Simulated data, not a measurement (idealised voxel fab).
voxel wiring stack: a process module
In the cross-section labelled cut, the width is 175 nm and each square cell is 5 nm.
Cross-section spec: square-cell grid; bands listed top down; each band is one or more rows. A band entry consists of two parts. The first gives the height of the band's top and the height of its bottom, in nm. The rest lists the band's materials from left to right, each with its width in nm. A single material labelled with the word "all across" fills the band from edge to edge, and the word "air" marks empty space. Heads up on the height convention: 0 is the point under which the incoming wafer is all one material, and the lowest band has no bottom, it just keeps going down, like "0 and below". It should be noted that a width expressed as "30->40" varies in equal increments from row to row of cells within the band, taking the value of the first number at the top row and that of the second number at the bottom row. What does "nothing changed" mean for a step? It means no cell of the cross-section changed in that step. Listed in "Closed void list": every empty space of 8 or more cells without an open way to the top. Form: width x height at distance, the distance being from the left edge, all in nm. Formally, on a step line, whatever follows the settings is a remark that the simulator itself makes on the step. The line of a step may include "overlay nm". On a step with a mask, this value is how far to the right of its planned place the mask lay. A negative value means the mask lay to the left.

# plan
| 1 | RECEIVE (material Si) |
| 2 | CONFORMAL_DEP (material SiO2; thk nm 15) |
| 3 | DIRECTIONAL_DEP (material TiN; thk nm 5) |
| 4 | DIRECTIONAL_DEP (material Ru; thk nm 25) |
| 5 | DIRECTIONAL_DEP (material aC; thk nm 15) |
| 6 | PATTERN (tone cover; mask id METAL_1; material resist; width nm 30; pitch nm 50; thk nm 30; overlay nm 0) |
| 7 | DIRECTIONAL_ETCH (etch materials aC; depth nm 15) |
| 8 | STRIP (etch materials resist) |
| 9 | DIRECTIONAL_ETCH (etch materials Ru; depth nm 25) |
| 10 | DIRECTIONAL_ETCH (etch materials TiN; depth nm 5) |
| 11 | STRIP (etch materials aC) |
| 12 | FILL_DEP (material lowk; thk nm 10) |
| 13 | CMP (height nm 45) |
| 14 | CONFORMAL_DEP (material SiCN; thk nm 5) |
| 15 | DIRECTIONAL_DEP (material SiO2; thk nm 30) |
| 16 | MASKED_ETCH (tone open; mask id METAL_2; width nm 30; pitch nm 50; etch materials SiO2; depth nm 15; overlay nm 0) |
| 17 | PATTERN (tone open; mask id METAL_2_HOLES; material resist; width nm 15; pitch nm 50; thk nm 20; overlay nm 0) |
| 18 | DIRECTIONAL_ETCH (etch materials SiO2; depth nm 15) |
| 19 | DIRECTIONAL_ETCH (etch materials SiCN; depth nm 5) |
| 20 | STRIP (etch materials resist) |
| 21 | CONFORMAL_DEP (material TiN; thk nm 5) |
| 22 | FILL_DEP (material Ru; thk nm 10) |
| 23 | CMP (height nm 80) |
| 24 | CONFORMAL_DEP (material SiCN; thk nm 5) |
| 25 | DIRECTIONAL_DEP (material lowk; thk nm 10) |
| 26 | PATTERN (tone open; mask id PLUG_2; material resist; width nm 15; thk nm 20; overlay nm 0) |
| 27 | DIRECTIONAL_ETCH (etch materials lowk; depth nm 10) |
| 28 | DIRECTIONAL_ETCH (etch materials SiCN; depth nm 5) |
| 29 | STRIP (etch materials resist) |
| 30 | EPI (material Ru; thk nm 10) |
| 31 | EPI (material Ru; thk nm 5) |
| 32 | DIRECTIONAL_DEP (material TiN; thk nm 5) |
| 33 | DIRECTIONAL_DEP (material Ru; thk nm 20) |
| 34 | DIRECTIONAL_DEP (material aC; thk nm 10) |
| 35 | PATTERN (tone cover; mask id METAL_3; material resist; width nm 30; pitch nm 50; thk nm 30; overlay nm 0) |
| 36 | DIRECTIONAL_ETCH (etch materials aC; depth nm 10) |
| 37 | STRIP (etch materials resist) |
| 38 | DIRECTIONAL_ETCH (etch materials Ru; depth nm 20) |
| 39 | DIRECTIONAL_ETCH (etch materials TiN; depth nm 5) |
| 40 | STRIP (etch materials aC) |
| 41 | FILL_DEP (material lowk; thk nm 5) |
| 42 | CMP (height nm 120) |
| 43 | CONFORMAL_DEP (material SiCN; thk nm 5) |

# The first of two wafers, run as planned

# As-received wafer cross-section (after step 1)
    0 and below  Si all across
    Closed void list: none

# Take a look at the wafer's cross-section after step 2
    15 down to 0  SiO2 all across
    Anything lower than 0 is untouched.

# Take a look at the wafer's cross-section after step 3
    20 down to 15  TiN all across
    Anything lower than 15 is untouched.

# Take a look at the wafer's cross-section after step 4
    45 down to 20  Ru all across
    Anything lower than 20 is untouched.

# Take a look at the wafer's cross-section after step 5
    60 down to 45  aC all across
    Anything lower than 45 is untouched.

# Take a look at the wafer's cross-section after step 6
    90 down to 60  air: 45; resist: 30; air: 20; resist: 30; air: 50
    Anything lower than 60 is untouched.

# Take a look at the wafer's cross-section after step 7
    75 down to 60  air: 45; resist: 30; air: 20; resist: 30; air: 50
    60 down to 45  air: 45; aC: 30; air: 20; aC: 30; air: 50
    Anything lower than 45 is untouched.

# Take a look at the wafer's cross-section after step 8
    60 down to 45  air: 45; aC: 30; air: 20; aC: 30; air: 50
    Anything lower than 45 is untouched.

# Take a look at the wafer's cross-section after step 9
    60 down to 45  air: 45; aC: 30; air: 20; aC: 30; air: 50
    45 down to 20  air: 45; Ru: 30; air: 20; Ru: 30; air: 50
    Anything lower than 20 is untouched.

# Take a look at the wafer's cross-section after step 10
    60 down to 45  air: 45; aC: 30; air: 20; aC: 30; air: 50
    45 down to 20  air: 45; Ru: 30; air: 20; Ru: 30; air: 50
    20 down to 15  air: 45; TiN: 30; air: 20; TiN: 30; air: 50
    Anything lower than 15 is untouched.

# Take a look at the wafer's cross-section after step 11
    45 down to 20  air: 45; Ru: 30; air: 20; Ru: 30; air: 50
    Anything lower than 20 is untouched.

# Take a look at the wafer's cross-section after step 12
    55 down to 45  lowk all across
    45 down to 20  lowk: 45; Ru: 30; lowk: 20; Ru: 30; lowk: 50
    20 down to 15  lowk: 45; TiN: 30; lowk: 20; TiN: 30; lowk: 50
    Anything lower than 15 is untouched.

# Take a look at the wafer's cross-section after step 13
    45 down to 20  lowk: 45; Ru: 30; lowk: 20; Ru: 30; lowk: 50
    Anything lower than 20 is untouched.

# Take a look at the wafer's cross-section after step 14
    50 down to 45  SiCN all across
    Anything lower than 45 is untouched.

# Take a look at the wafer's cross-section after step 15
    80 down to 50  SiO2 all across
    Anything lower than 50 is untouched.

# Take a look at the wafer's cross-section after step 16
    80 down to 65  SiO2: 45; air: 30; SiO2: 20; air: 30; SiO2: 50
    Anything lower than 65 is untouched.

# Take a look at the wafer's cross-section after step 17
    100 down to 80  resist: 45; air: 15; resist: 35; air: 15; resist: 65
    80 down to 65  SiO2: 45; air: 15; resist: 15; SiO2: 20; air: 15; resist: 15; SiO2: 50
    Anything lower than 65 is untouched.

# Take a look at the wafer's cross-section after step 18
    100 down to 80  resist: 45; air: 15; resist: 35; air: 15; resist: 65
    80 down to 65  SiO2: 45; air: 15; resist: 15; SiO2: 20; air: 15; resist: 15; SiO2: 50
    65 down to 50  SiO2: 45; air: 15; SiO2: 35; air: 15; SiO2: 65
    Anything lower than 50 is untouched.

# Take a look at the wafer's cross-section after step 19
    100 down to 80  resist: 45; air: 15; resist: 35; air: 15; resist: 65
    80 down to 65  SiO2: 45; air: 15; resist: 15; SiO2: 20; air: 15; resist: 15; SiO2: 50
    65 down to 50  SiO2: 45; air: 15; SiO2: 35; air: 15; SiO2: 65
    50 down to 45  SiCN: 45; air: 15; SiCN: 35; air: 15; SiCN: 65
    Anything lower than 45 is untouched.

# Take a look at the wafer's cross-section after step 20
    80 down to 65  SiO2: 45; air: 30; SiO2: 20; air: 30; SiO2: 50
    Anything lower than 65 is untouched.

# Take a look at the wafer's cross-section after step 21
    85 down to 80  TiN: 50; air: 20; TiN: 30; air: 20; TiN: 55
    80 down to 70  SiO2: 45; TiN: 5; air: 20; TiN: 5; SiO2: 20; TiN: 5; air: 20; TiN: 5; SiO2: 50
    70 down to 65  SiO2: 45; TiN: 5; air: 5; TiN: 20; SiO2: 20; TiN: 5; air: 5; TiN: 20; SiO2: 50
    65 down to 50  SiO2: 45; TiN: 5; air: 5; TiN: 5; SiO2: 35; TiN: 5; air: 5; TiN: 5; SiO2: 65
    50 down to 45  SiCN: 45; TiN: 15; SiCN: 35; TiN: 15; SiCN: 65
    Anything lower than 45 is untouched.

# Take a look at the wafer's cross-section after step 22
    95 down to 85  Ru all across
    85 down to 80  TiN: 50; Ru: 20; TiN: 30; Ru: 20; TiN: 55
    80 down to 70  SiO2: 45; TiN: 5; Ru: 20; TiN: 5; SiO2: 20; TiN: 5; Ru: 20; TiN: 5; SiO2: 50
    70 down to 65  SiO2: 45; TiN: 5; Ru: 5; TiN: 20; SiO2: 20; TiN: 5; Ru: 5; TiN: 20; SiO2: 50
    65 down to 50  SiO2: 45; TiN: 5; Ru: 5; TiN: 5; SiO2: 35; TiN: 5; Ru: 5; TiN: 5; SiO2: 65
    Anything lower than 50 is untouched.

# Take a look at the wafer's cross-section after step 23
    80 down to 70  SiO2: 45; TiN: 5; Ru: 20; TiN: 5; SiO2: 20; TiN: 5; Ru: 20; TiN: 5; SiO2: 50
    Anything lower than 70 is untouched.

# Take a look at the wafer's cross-section after step 24
    85 down to 80  SiCN all across
    Anything lower than 80 is untouched.

# Take a look at the wafer's cross-section after step 25
    95 down to 85  lowk all across
    Anything lower than 85 is untouched.

# Take a look at the wafer's cross-section after step 26
    115 down to 95  resist: 45; air: 15; resist: 115
    Anything lower than 95 is untouched.

# Take a look at the wafer's cross-section after step 27
    115 down to 95  resist: 45; air: 15; resist: 115
    95 down to 85  lowk: 45; air: 15; lowk: 115
    Anything lower than 85 is untouched.

# Take a look at the wafer's cross-section after step 28
    115 down to 95  resist: 45; air: 15; resist: 115
    95 down to 85  lowk: 45; air: 15; lowk: 115
    85 down to 80  SiCN: 45; air: 15; SiCN: 115
    Anything lower than 80 is untouched.

# Take a look at the wafer's cross-section after step 29
    95 down to 85  lowk: 45; air: 15; lowk: 115
    Anything lower than 85 is untouched.

# Take a look at the wafer's cross-section after step 30
    95 down to 90  lowk: 45; air: 15; lowk: 115
    90 down to 85  lowk: 45; Ru: 15; lowk: 115
    85 down to 80  SiCN: 45; Ru: 15; SiCN: 115
    Anything lower than 80 is untouched.

# Take a look at the wafer's cross-section after step 31
    95 down to 85  lowk: 45; Ru: 15; lowk: 115
    Anything lower than 85 is untouched.

# Take a look at the wafer's cross-section after step 32
    100 down to 95  TiN all across
    Anything lower than 95 is untouched.

# Take a look at the wafer's cross-section after step 33
    120 down to 100  Ru all across
    Anything lower than 100 is untouched.

# Take a look at the wafer's cross-section after step 34
    130 down to 120  aC all across
    Anything lower than 120 is untouched.

# Take a look at the wafer's cross-section after step 35
    160 down to 130  air: 45; resist: 30; air: 20; resist: 30; air: 50
    Anything lower than 130 is untouched.

# Take a look at the wafer's cross-section after step 36
    150 down to 130  air: 45; resist: 30; air: 20; resist: 30; air: 50
    130 down to 120  air: 45; aC: 30; air: 20; aC: 30; air: 50
    Anything lower than 120 is untouched.

# Take a look at the wafer's cross-section after step 37
    130 down to 120  air: 45; aC: 30; air: 20; aC: 30; air: 50
    Anything lower than 120 is untouched.

# Take a look at the wafer's cross-section after step 38
    130 down to 120  air: 45; aC: 30; air: 20; aC: 30; air: 50
    120 down to 100  air: 45; Ru: 30; air: 20; Ru: 30; air: 50
    Anything lower than 100 is untouched.

# Take a look at the wafer's cross-section after step 39
    130 down to 120  air: 45; aC: 30; air: 20; aC: 30; air: 50
    120 down to 100  air: 45; Ru: 30; air: 20; Ru: 30; air: 50
    100 down to 95  air: 45; TiN: 30; air: 20; TiN: 30; air: 50
    Anything lower than 95 is untouched.

# Take a look at the wafer's cross-section after step 40
    120 down to 100  air: 45; Ru: 30; air: 20; Ru: 30; air: 50
    Anything lower than 100 is untouched.

# Take a look at the wafer's cross-section after step 41
    125 down to 120  lowk all across
    120 down to 100  lowk: 45; Ru: 30; lowk: 20; Ru: 30; lowk: 50
    100 down to 95  lowk: 45; TiN: 30; lowk: 20; TiN: 30; lowk: 50
    Anything lower than 95 is untouched.

# Take a look at the wafer's cross-section after step 42
    120 down to 100  lowk: 45; Ru: 30; lowk: 20; Ru: 30; lowk: 50
    Anything lower than 100 is untouched.

# Take a look at the wafer's cross-section after step 43
    125 down to 120  SiCN all across
    Anything lower than 120 is untouched.

# The second wafer: identical to the first at the outset and in its planned sequence, differing only in that one mistake was made during processing; up to and including step 2, its path is the first wafer's path

Cross-sectional representation of the second wafer at the time designated in the plan for the completion of step 3: nothing changed

# Cross-sectional representation of the second wafer at the time designated in the plan for the completion of step 4
    40 down to 15  Ru all across
    Anything lower than 15 is untouched.

# Cross-sectional representation of the second wafer at the time designated in the plan for the completion of step 5
    55 down to 40  aC all across
    Anything lower than 40 is untouched.

# Cross-sectional representation of the second wafer at the time designated in the plan for the completion of step 6
    85 down to 55  air: 45; resist: 30; air: 20; resist: 30; air: 50
    Anything lower than 55 is untouched.

# Cross-sectional representation of the second wafer at the time designated in the plan for the completion of step 7
    70 down to 55  air: 45; resist: 30; air: 20; resist: 30; air: 50
    55 down to 40  air: 45; aC: 30; air: 20; aC: 30; air: 50
    Anything lower than 40 is untouched.

# Cross-sectional representation of the second wafer at the time designated in the plan for the completion of step 8
    55 down to 40  air: 45; aC: 30; air: 20; aC: 30; air: 50
    Anything lower than 40 is untouched.

# Cross-sectional representation of the second wafer at the time designated in the plan for the completion of step 9
    55 down to 40  air: 45; aC: 30; air: 20; aC: 30; air: 50
    40 down to 15  air: 45; Ru: 30; air: 20; Ru: 30; air: 50
    Anything lower than 15 is untouched.

Cross-sectional representation of the second wafer at the time designated in the plan for the completion of step 10: nothing changed

# Cross-sectional representation of the second wafer at the time designated in the plan for the completion of step 11
    40 down to 15  air: 45; Ru: 30; air: 20; Ru: 30; air: 50
    Anything lower than 15 is untouched.

# Cross-sectional representation of the second wafer at the time designated in the plan for the completion of step 12
    50 down to 40  lowk all across
    40 down to 15  lowk: 45; Ru: 30; lowk: 20; Ru: 30; lowk: 50
    Anything lower than 15 is untouched.

# Cross-sectional representation of the second wafer at the time designated in the plan for the completion of step 13
    45 down to 40  lowk all across
    Anything lower than 40 is untouched.

# Cross-sectional representation of the second wafer at the time designated in the plan for the completion of step 14
    50 down to 45  SiCN all across
    Anything lower than 45 is untouched.

# Cross-sectional representation of the second wafer at the time designated in the plan for the completion of step 15
    80 down to 50  SiO2 all across
    Anything lower than 50 is untouched.

# Cross-sectional representation of the second wafer at the time designated in the plan for the completion of step 16
    80 down to 65  SiO2: 45; air: 30; SiO2: 20; air: 30; SiO2: 50
    Anything lower than 65 is untouched.

# Cross-sectional representation of the second wafer at the time designated in the plan for the completion of step 17
    100 down to 80  resist: 45; air: 15; resist: 35; air: 15; resist: 65
    80 down to 65  SiO2: 45; air: 15; resist: 15; SiO2: 20; air: 15; resist: 15; SiO2: 50
    Anything lower than 65 is untouched.

# Cross-sectional representation of the second wafer at the time designated in the plan for the completion of step 18
    100 down to 80  resist: 45; air: 15; resist: 35; air: 15; resist: 65
    80 down to 65  SiO2: 45; air: 15; resist: 15; SiO2: 20; air: 15; resist: 15; SiO2: 50
    65 down to 50  SiO2: 45; air: 15; SiO2: 35; air: 15; SiO2: 65
    Anything lower than 50 is untouched.

# Cross-sectional representation of the second wafer at the time designated in the plan for the completion of step 19
    100 down to 80  resist: 45; air: 15; resist: 35; air: 15; resist: 65
    80 down to 65  SiO2: 45; air: 15; resist: 15; SiO2: 20; air: 15; resist: 15; SiO2: 50
    65 down to 50  SiO2: 45; air: 15; SiO2: 35; air: 15; SiO2: 65
    50 down to 45  SiCN: 45; air: 15; SiCN: 35; air: 15; SiCN: 65
    Anything lower than 45 is untouched.

# Cross-sectional representation of the second wafer at the time designated in the plan for the completion of step 20
    80 down to 65  SiO2: 45; air: 30; SiO2: 20; air: 30; SiO2: 50
    Anything lower than 65 is untouched.

# Cross-sectional representation of the second wafer at the time designated in the plan for the completion of step 21
    85 down to 80  TiN: 50; air: 20; TiN: 30; air: 20; TiN: 55
    80 down to 70  SiO2: 45; TiN: 5; air: 20; TiN: 5; SiO2: 20; TiN: 5; air: 20; TiN: 5; SiO2: 50
    70 down to 65  SiO2: 45; TiN: 5; air: 5; TiN: 20; SiO2: 20; TiN: 5; air: 5; TiN: 20; SiO2: 50
    65 down to 50  SiO2: 45; TiN: 5; air: 5; TiN: 5; SiO2: 35; TiN: 5; air: 5; TiN: 5; SiO2: 65
    50 down to 45  SiCN: 45; TiN: 15; SiCN: 35; TiN: 15; SiCN: 65
    Anything lower than 45 is untouched.

# Cross-sectional representation of the second wafer at the time designated in the plan for the completion of step 22
    95 down to 85  Ru all across
    85 down to 80  TiN: 50; Ru: 20; TiN: 30; Ru: 20; TiN: 55
    80 down to 70  SiO2: 45; TiN: 5; Ru: 20; TiN: 5; SiO2: 20; TiN: 5; Ru: 20; TiN: 5; SiO2: 50
    70 down to 65  SiO2: 45; TiN: 5; Ru: 5; TiN: 20; SiO2: 20; TiN: 5; Ru: 5; TiN: 20; SiO2: 50
    65 down to 50  SiO2: 45; TiN: 5; Ru: 5; TiN: 5; SiO2: 35; TiN: 5; Ru: 5; TiN: 5; SiO2: 65
    Anything lower than 50 is untouched.

# Cross-sectional representation of the second wafer at the time designated in the plan for the completion of step 23
    80 down to 70  SiO2: 45; TiN: 5; Ru: 20; TiN: 5; SiO2: 20; TiN: 5; Ru: 20; TiN: 5; SiO2: 50
    Anything lower than 70 is untouched.

# Cross-sectional representation of the second wafer at the time designated in the plan for the completion of step 24
    85 down to 80  SiCN all across
    Anything lower than 80 is untouched.

# Cross-sectional representation of the second wafer at the time designated in the plan for the completion of step 25
    95 down to 85  lowk all across
    Anything lower than 85 is untouched.

# Cross-sectional representation of the second wafer at the time designated in the plan for the completion of step 26
    115 down to 95  resist: 45; air: 15; resist: 115
    Anything lower than 95 is untouched.

# Cross-sectional representation of the second wafer at the time designated in the plan for the completion of step 27
    115 down to 95  resist: 45; air: 15; resist: 115
    95 down to 85  lowk: 45; air: 15; lowk: 115
    Anything lower than 85 is untouched.

# Cross-sectional representation of the second wafer at the time designated in the plan for the completion of step 28
    115 down to 95  resist: 45; air: 15; resist: 115
    95 down to 85  lowk: 45; air: 15; lowk: 115
    85 down to 80  SiCN: 45; air: 15; SiCN: 115
    Anything lower than 80 is untouched.

# Cross-sectional representation of the second wafer at the time designated in the plan for the completion of step 29
    95 down to 85  lowk: 45; air: 15; lowk: 115
    Anything lower than 85 is untouched.

# Cross-sectional representation of the second wafer at the time designated in the plan for the completion of step 30
    95 down to 90  lowk: 45; air: 15; lowk: 115
    90 down to 85  lowk: 45; Ru: 15; lowk: 115
    85 down to 80  SiCN: 45; Ru: 15; SiCN: 115
    Anything lower than 80 is untouched.

# Cross-sectional representation of the second wafer at the time designated in the plan for the completion of step 31
    95 down to 85  lowk: 45; Ru: 15; lowk: 115
    Anything lower than 85 is untouched.

# Cross-sectional representation of the second wafer at the time designated in the plan for the completion of step 32
    100 down to 95  TiN all across
    Anything lower than 95 is untouched.

# Cross-sectional representation of the second wafer at the time designated in the plan for the completion of step 33
    120 down to 100  Ru all across
    Anything lower than 100 is untouched.

# Cross-sectional representation of the second wafer at the time designated in the plan for the completion of step 34
    130 down to 120  aC all across
    Anything lower than 120 is untouched.

# Cross-sectional representation of the second wafer at the time designated in the plan for the completion of step 35
    160 down to 130  air: 45; resist: 30; air: 20; resist: 30; air: 50
    Anything lower than 130 is untouched.

# Cross-sectional representation of the second wafer at the time designated in the plan for the completion of step 36
    150 down to 130  air: 45; resist: 30; air: 20; resist: 30; air: 50
    130 down to 120  air: 45; aC: 30; air: 20; aC: 30; air: 50
    Anything lower than 120 is untouched.

# Cross-sectional representation of the second wafer at the time designated in the plan for the completion of step 37
    130 down to 120  air: 45; aC: 30; air: 20; aC: 30; air: 50
    Anything lower than 120 is untouched.

# Cross-sectional representation of the second wafer at the time designated in the plan for the completion of step 38
    130 down to 120  air: 45; aC: 30; air: 20; aC: 30; air: 50
    120 down to 100  air: 45; Ru: 30; air: 20; Ru: 30; air: 50
    Anything lower than 100 is untouched.

# Cross-sectional representation of the second wafer at the time designated in the plan for the completion of step 39
    130 down to 120  air: 45; aC: 30; air: 20; aC: 30; air: 50
    120 down to 100  air: 45; Ru: 30; air: 20; Ru: 30; air: 50
    100 down to 95  air: 45; TiN: 30; air: 20; TiN: 30; air: 50
    Anything lower than 95 is untouched.

# Cross-sectional representation of the second wafer at the time designated in the plan for the completion of step 40
    120 down to 100  air: 45; Ru: 30; air: 20; Ru: 30; air: 50
    Anything lower than 100 is untouched.

# Cross-sectional representation of the second wafer at the time designated in the plan for the completion of step 41
    125 down to 120  lowk all across
    120 down to 100  lowk: 45; Ru: 30; lowk: 20; Ru: 30; lowk: 50
    100 down to 95  lowk: 45; TiN: 30; lowk: 20; TiN: 30; lowk: 50
    Anything lower than 95 is untouched.

# Cross-sectional representation of the second wafer at the time designated in the plan for the completion of step 42
    120 down to 100  lowk: 45; Ru: 30; lowk: 20; Ru: 30; lowk: 50
    Anything lower than 100 is untouched.

# Cross-sectional representation of the second wafer at the time designated in the plan for the completion of step 43
    125 down to 120  SiCN all across
    Anything lower than 120 is untouched.
Nonconformance to the process plan: plan step 3 never ran because it was skipped
End of process, cell counts, second wafer against first, materials with more or fewer: -12 TiN; +12 lowk
